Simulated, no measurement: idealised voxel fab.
Process module, titled voxel transistor to metal
Square cell edge 5 nm, section width 165 nm, ID cut.
Heads up, the way a cross-section reads in here is a grid of square cells, handed over as bands from the top down, with every band being one or more rows of cells.
Top height, bottom height, nm. Materials left to right, width each, nm. Single material + "throughout" = fills band edge to edge. "blank" = empty.
Zero point of the height axis is 0; under it, received wafer = one material. Lowest band: continues down indefinitely, "0 nm and below".
With a width like "30 to 40", each row of cells in the band differs from the next by the same amount, the top row carrying the first number and the bottom row the second.
Key: "no modifications" - step with no changed cell in the cross-section.
Any empty space of 8 cells or more lacking an open way to the top shows up in "Unvented internal voids" as width x height at distance, distance from the left edge, in nm.
Heads up: the bit after the settings on a step's line is the simulator's remark on that step.
"overlay nm", when on a step's line for a step with a mask, measures how far to the right of its planned place the mask lay; a negative measure means to the left.

So here's the lineup of process steps we planned:
1) RECEIVE [material Si]
2) CONFORMAL_DEP [material SiO2] [thk nm 5]
3) CONFORMAL_DEP [material SiN] [thk nm 15]
4) DIRECTIONAL_DEP [material aC] [thk nm 10]
5) PATTERN [tone cover] [mask id ACTIVE] [material resist] [width nm 105] [thk nm 30] [overlay nm 0]
6) DIRECTIONAL_ETCH [etch materials aC] [depth nm 10]
7) STRIP [etch materials resist]
8) DIRECTIONAL_ETCH [etch materials SiN] [depth nm 15]
9) DIRECTIONAL_ETCH [etch materials SiO2] [depth nm 5]
10) DIRECTIONAL_ETCH [etch materials Si] [depth nm 30]
11) STRIP [etch materials aC]
12) OXIDIZE [depth nm 5]
13) FILL_DEP [material SiO2] [thk nm 10]
14) CMP [height nm 20]
15) SELECTIVE_ETCH [etch materials SiO2] [depth nm 10]
16) STRIP [etch materials SiN]
17) SELECTIVE_ETCH [etch materials SiO2] [depth nm 5]
18) OXIDIZE [depth nm 5]
19) DIRECTIONAL_DEP [material polySi] [thk nm 20]
20) DIRECTIONAL_DEP [material SiCN] [thk nm 10]
21) PATTERN [tone cover] [mask id GATE] [material resist] [width nm 35] [thk nm 20] [overlay nm 0]
22) DIRECTIONAL_ETCH [etch materials SiCN] [depth nm 20]
23) DIRECTIONAL_ETCH [etch materials polySi] [depth nm 30]
24) STRIP [etch materials resist]
25) CONFORMAL_DEP [material SiO2] [thk nm 5]
26) DIRECTIONAL_ETCH [etch materials SiO2] [depth nm 5]
27) CONFORMAL_DEP [material SiN] [thk nm 10]
28) DIRECTIONAL_ETCH [etch materials SiN] [depth nm 10]
29) DIRECTIONAL_ETCH [etch materials SiO2] [depth nm 5]
30) DIRECTIONAL_ETCH [etch materials Si] [depth nm 5]
31) EPI [material pSi] [thk nm 5]
32) FILL_DEP [material SiO2] [thk nm 10]
33) CMP [height nm 20]
34) STRIP [etch materials polySi]
35) SELECTIVE_ETCH [etch materials SiO2] [depth nm 5]
36) CONFORMAL_DEP [material HfO2] [thk nm 5]
37) CONFORMAL_DEP [material TiN] [thk nm 5]
38) FILL_DEP [material W] [thk nm 10]
39) CMP [height nm 15]
40) DIRECTIONAL_DEP [material SiO2] [thk nm 15]
41) DIRECTIONAL_DEP [material aC] [thk nm 10]
42) PATTERN [tone open] [mask id CONTACT] [material resist] [width nm 15] [pitch nm 80] [thk nm 30] [overlay nm 0]
43) DIRECTIONAL_ETCH [etch materials aC] [depth nm 10]
44) STRIP [etch materials resist]
45) DIRECTIONAL_ETCH [etch materials SiO2] [depth nm 30]
46) STRIP [etch materials aC]
47) CONFORMAL_DEP [material TiN] [thk nm 5]
48) FILL_DEP [material Ru] [thk nm 5]
49) CMP [height nm 30]
50) DIRECTIONAL_DEP [material TiN] [thk nm 5]
51) DIRECTIONAL_DEP [material Ru] [thk nm 20]
52) MASKED_ETCH [tone cover] [mask id METAL_1] [width nm 15] [pitch nm 80] [etch materials Ru] [depth nm 20] [overlay nm 0]
53) MASKED_ETCH [tone cover] [mask id METAL_1] [width nm 15] [pitch nm 80] [etch materials TiN] [depth nm 5] [overlay nm 0]
54) CONFORMAL_DEP [material SiN] [thk nm 5]
55) FILL_DEP [material lowk] [thk nm 10]
56) CMP [height nm 55]
57) CONFORMAL_DEP [material SiCN] [thk nm 5]
58) DIRECTIONAL_DEP [material SiO2] [thk nm 25]
59) DIRECTIONAL_DEP [material aC] [thk nm 10]
60) PATTERN [tone open] [mask id METAL_2] [material resist] [width nm 15] [pitch nm 80] [thk nm 25] [overlay nm 0]
61) DIRECTIONAL_ETCH [etch materials aC] [depth nm 10]
62) STRIP [etch materials resist]
63) DIRECTIONAL_ETCH [etch materials SiO2] [depth nm 15]
64) STRIP [etch materials aC]
65) MASKED_ETCH [tone open] [mask id METAL_2_HOLES] [width nm 15] [pitch nm 80] [etch materials SiO2] [depth nm 10] [overlay nm 0]
66) MASKED_ETCH [tone open] [mask id METAL_2_HOLES] [width nm 15] [pitch nm 80] [etch materials SiCN] [depth nm 5] [overlay nm 0]
67) CONFORMAL_DEP [material TiN] [thk nm 5]
68) FILL_DEP [material Cu] [thk nm 10]
69) CMP [height nm 85]
70) CONFORMAL_DEP [material SiN] [thk nm 5]

Cross-section, incoming material, after step 1:
  0 nm and below  Si throughout
  Unvented internal voids: none

The module was run from the start shown above using the plan shown above, but one mistake was made doing it; the resulting wafer cross-section is below:
  90 nm to 85 nm  SiN throughout
  85 nm to 60 nm  SiO2 35; TiN 5; Cu 5; TiN 5; SiO2 65; TiN 5; Cu 5; TiN 5; SiO2 35
  60 nm to 55 nm  SiCN 35; TiN 15; SiCN 65; TiN 15; SiCN 35
  55 nm to 40 nm  lowk 25; SiN 5; Ru 15; SiN 5; lowk 55; SiN 5; Ru 15; SiN 5; lowk 35
  40 nm to 35 nm  lowk 25; SiN 5; Ru 15; SiN 10; lowk 50; SiN 5; Ru 15; SiN 10; lowk 30
  35 nm to 30 nm  SiN 30; TiN 20; SiN 60; TiN 20; SiN 35
  30 nm to 15 nm  SiO2 35; TiN 5; Ru 5; TiN 5; SiO2 65; TiN 5; Ru 5; TiN 5; SiO2 35
  15 nm to 10 nm  SiO2 35; TiN 5; Ru 5; TiN 5; SiN 10; HfO2 5; TiN 5; W 25; TiN 5; HfO2 5; SiN 10; TiN 5; Ru 5; TiN 5; SiO2 35
  10 nm to 5 nm  SiO2 35; TiN 15; SiN 10; HfO2 5; TiN 5; W 25; TiN 5; HfO2 5; SiN 10; TiN 15; SiO2 35
  5 nm to 0 nm  SiO2 30; SiN 10; TiN 10; SiN 10; HfO2 5; TiN 35; HfO2 5; SiN 10; TiN 10; SiN 10; SiO2 30
  0 nm to -5 nm  SiO2 40; pSi 10; SiO2 10; HfO2 45; SiO2 10; pSi 10; SiO2 40
  -5 nm to -10 nm  SiO2 35; Si 5; pSi 10; Si 65; pSi 10; Si 5; SiO2 35
  -10 nm to -35 nm  SiO2 35; Si 95; SiO2 35
  -35 nm and below  Si throughout
  Unvented internal voids: none
Finding, execution versus plan: step 52 went in with a setting other than planned; the actual run was MASKED_ETCH [tone cover] [mask id METAL_1] [width nm 15] [pitch nm 80] [etch materials Ru] [depth nm 20] [overlay nm -5]
